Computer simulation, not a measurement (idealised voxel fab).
You're looking at the process module voxel air gaps.
Each square cell in cross-section cut measures 5 nm, and the section as a whole is 175 nm wide.
Think of the cross-section as a grid of square cells. We describe it in bands, top to bottom, and each band covers one or more rows of those cells.
For a band, the entry starts with two heights in nm, that of the top and then that of the bottom, and carries on with the band's materials in order from left to right, each alongside its width in nm; the word "full width" beside a single material means it fills the band edge to edge, and "empty" means empty space.
The reference from which all heights are counted is 0, the level beneath which the as-received wafer is entirely one material; the lowest band, having no lower bound, proceeds downward and is written after the example "0 nm and below".
It should be noted that a width expressed as "30..40" varies in equal increments from row to row of cells within the band, taking the value of the first number at the top row and that of the second number at the bottom row.
Take "nothing changed" at face value: in the step it is given for, the cross-section changed in none of its cells.
Entry "Sealed cavities". Content: empty spaces with no open connection to the top, size 8 cells or greater. Each: width x height at distance. Distance: from left edge. Unit: nm.
That trailing text on a step's line, after the settings, is the simulator's own remark on the step.
Regarding "overlay nm": on a step with a mask, it is the distance the mask lay to the right of its planned place; a negative value places it to the left.

The planned process steps are enumerated hereunder:
1,RECEIVE,material Si
2,CONFORMAL_DEP,material SiO2,thk nm 10
3,CONFORMAL_DEP,material SiCN,thk nm 5
4,DIRECTIONAL_DEP,material lowk,thk nm 40
5,DIRECTIONAL_DEP,material aC,thk nm 15
6,PATTERN,tone open,mask id LINES,material resist,width nm 15,pitch nm 40,thk nm 30,overlay nm 0
7,DIRECTIONAL_ETCH,etch materials aC,depth nm 15
8,STRIP,etch materials resist
9,DIRECTIONAL_ETCH,etch materials lowk,depth nm 40
10,STRIP,etch materials aC
11,CONFORMAL_DEP,material TiN,thk nm 5
12,FILL_DEP,material W,thk nm 5
13,CMP,height nm 55
14,EPI,material Ru,thk nm 10
15,SELECTIVE_ETCH,etch materials lowk,depth nm 50
16,CONFORMAL_DEP,material SiCN,thk nm 5

As-received state of the wafer in cross-section, equivalent to post-step 1:
    0 nm and below  Si full width
    Sealed cavities: none

Cross-section: first of two wafers, module finished, run according to plan:
    70 nm to 65 nm  empty 5  SiCN 165  empty 5
    65 nm to 55 nm  empty 5  SiCN 5  Ru 35  SiCN 5  Ru 35  SiCN 5  Ru 35  SiCN 5  Ru 35  SiCN 5  empty 5
    55 nm to 50 nm  empty 5  SiCN 15  TiN 5  W 5  TiN 5  SiCN 25  TiN 5  W 5  TiN 5  SiCN 25  TiN 5  W 5  TiN 5  SiCN 25  TiN 5  W 5  TiN 5  SiCN 15  empty 5
    50 nm to 20 nm  empty 15  SiCN 5  TiN 5  W 5  TiN 5  SiCN 5  empty 15  SiCN 5  TiN 5  W 5  TiN 5  SiCN 5  empty 15  SiCN 5  TiN 5  W 5  TiN 5  SiCN 5  empty 15  SiCN 5  TiN 5  W 5  TiN 5  SiCN 5  empty 15
    20 nm to 15 nm  SiCN 20  TiN 15  SiCN 25  TiN 15  SiCN 25  TiN 15  SiCN 25  TiN 15  SiCN 20
    15 nm to 10 nm  SiCN full width
    10 nm to 0 nm  SiO2 full width
    0 nm and below  Si full width
    Sealed cavities: 15 x 30 at 40; 15 x 30 at 80; 15 x 30 at 120

Cross-sectional image of the second wafer of the two following completion of the module. Starting state and process plan were the same as for the first wafer; one execution error occurred:
    70 nm to 65 nm  SiCN full width
    65 nm to 55 nm  SiCN 5  Ru 165  SiCN 5
    55 nm to 50 nm  SiCN 15  TiN 5  W 15  TiN 5  lowk 15  TiN 5  W 15  TiN 5  lowk 15  TiN 5  W 15  TiN 5  lowk 15  TiN 5  W 15  TiN 5  SiCN 15
    50 nm to 20 nm  empty 10  SiCN 5  TiN 5  W 15  TiN 5  lowk 15  TiN 5  W 15  TiN 5  lowk 15  TiN 5  W 15  TiN 5  lowk 15  TiN 5  W 15  TiN 5  SiCN 5  empty 10
    20 nm to 15 nm  SiCN 15  TiN 25  lowk 15  TiN 25  lowk 15  TiN 25  lowk 15  TiN 25  SiCN 15
    15 nm to 10 nm  SiCN full width
    10 nm to 0 nm  SiO2 full width
    0 nm and below  Si full width
    Sealed cavities: 10 x 30 at 0; 10 x 30 at 165
In executing the process, a mistake was made relative to the plan: not per plan at step 6, really ran PATTERN,tone open,mask id LINES,material resist,width nm 25,pitch nm 40,thk nm 30,overlay nm 0
Counted in cells at the end, the second wafer holds more or fewer of these materials than the first: 10 more of Ru, 72 fewer of SiCN, 8 more of TiN, 56 more of W, 72 more of lowk
End state: 3 closed voids on the first wafer, 2 on the second.
